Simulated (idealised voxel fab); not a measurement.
Proc. module: voxel self aligned contacts
For reference, the cross-section in this document is cut, with width 210 nm and square cells of 5 nm.
Notation: cross-section as square-cell grid; stated in bands, top first, going down; one or more cell rows per band.
Band: top height; bottom height; in nm. Then, left to right: material with width in nm, for each material. "full width": a single material spanning edge to edge. "air": empty space.
Heights from 0 (as-received wafer is one material below). Bottom band endless downward, as "top 0, no bottom".
Width "30 to 40": first value at the band's top row of cells, second value at its bottom row, equal change from row to row.
Where a step carries "no modifications", the cross-section came out of it unchanged, cell for cell.
Empty spaces counting at least 8 cells and having no open way to the top are listed in "Closed cavity list". The notation width x height at distance is used for each, the distance being from the left edge and all three values in nm.
Formally, on a step line, whatever follows the settings is a remark that the simulator itself makes on the step.
The setting "overlay nm" may be written on the line of a step. When the step uses a mask, the value reports how far to the right of the planned place the mask lay, and a negative value reports that it lay to the left.
-- These are the steps we planned for the process
1) RECEIVE, material Si
2) CONFORMAL_DEP, material SiO2, thk nm 5
3) DIRECTIONAL_DEP, material polySi, thk nm 30
4) DIRECTIONAL_DEP, material SiN, thk nm 20
5) PATTERN, tone cover, mask id GATE, material resist, width nm 30, pitch nm 55, thk nm 15, overlay nm 0
6) DIRECTIONAL_ETCH, etch materials SiN, depth nm 20
7) DIRECTIONAL_ETCH, etch materials polySi, depth nm 30
8) STRIP, etch materials resist
9) CONFORMAL_DEP, material SiN, thk nm 5
10) DIRECTIONAL_ETCH, etch materials SiN, depth nm 5
11) FILL_DEP, material SiO2, thk nm 15
12) CMP, height nm 60
13) MASKED_ETCH, tone open, mask id CONTACT, width nm 35, pitch nm 55, etch materials SiO2, depth nm 60, overlay nm 0
14) CONFORMAL_DEP, material TiN, thk nm 5
15) FILL_DEP, material W, thk nm 5
16) CMP, height nm 60
17) CONFORMAL_DEP, material SiCN, thk nm 5
-- As-received state of the wafer in cross-section, equivalent to post-step 1
    top 0, no bottom: Si full width
    Closed cavity list: none
-- Cross-section, end of module. Start: as above. Plan: as above. Execution: one mistake
    top 65, bottom 60: SiCN full width
    top 60, bottom 55: SiO2=60 / TiN=15 / W=5 / TiN=20 / SiO2=15 / TiN=15 / W=5 / TiN=20 / SiO2=55
    top 55, bottom 35: SiO2=30 / SiN=40 / TiN=5 / W=5 / TiN=5 / SiN=40 / TiN=5 / W=5 / TiN=5 / SiN=40 / SiO2=30
    top 35, bottom 5: SiO2=30 / SiN=5 / polySi=30 / SiN=5 / TiN=5 / W=5 / TiN=5 / SiN=5 / polySi=30 / SiN=5 / TiN=5 / W=5 / TiN=5 / SiN=5 / polySi=30 / SiN=5 / SiO2=30
    top 5, bottom 0: SiO2=70 / TiN=15 / SiO2=40 / TiN=15 / SiO2=70
    top 0, no bottom: Si full width
    Closed cavity list: none
Misprocessing identified: it should be noted that step 13 was executed with settings other than those planned, the operation and settings actually applied being MASKED_ETCH, tone open, mask id CONTACT, width nm 40, pitch nm 55, etch materials SiO2, depth nm 60, overlay nm 0
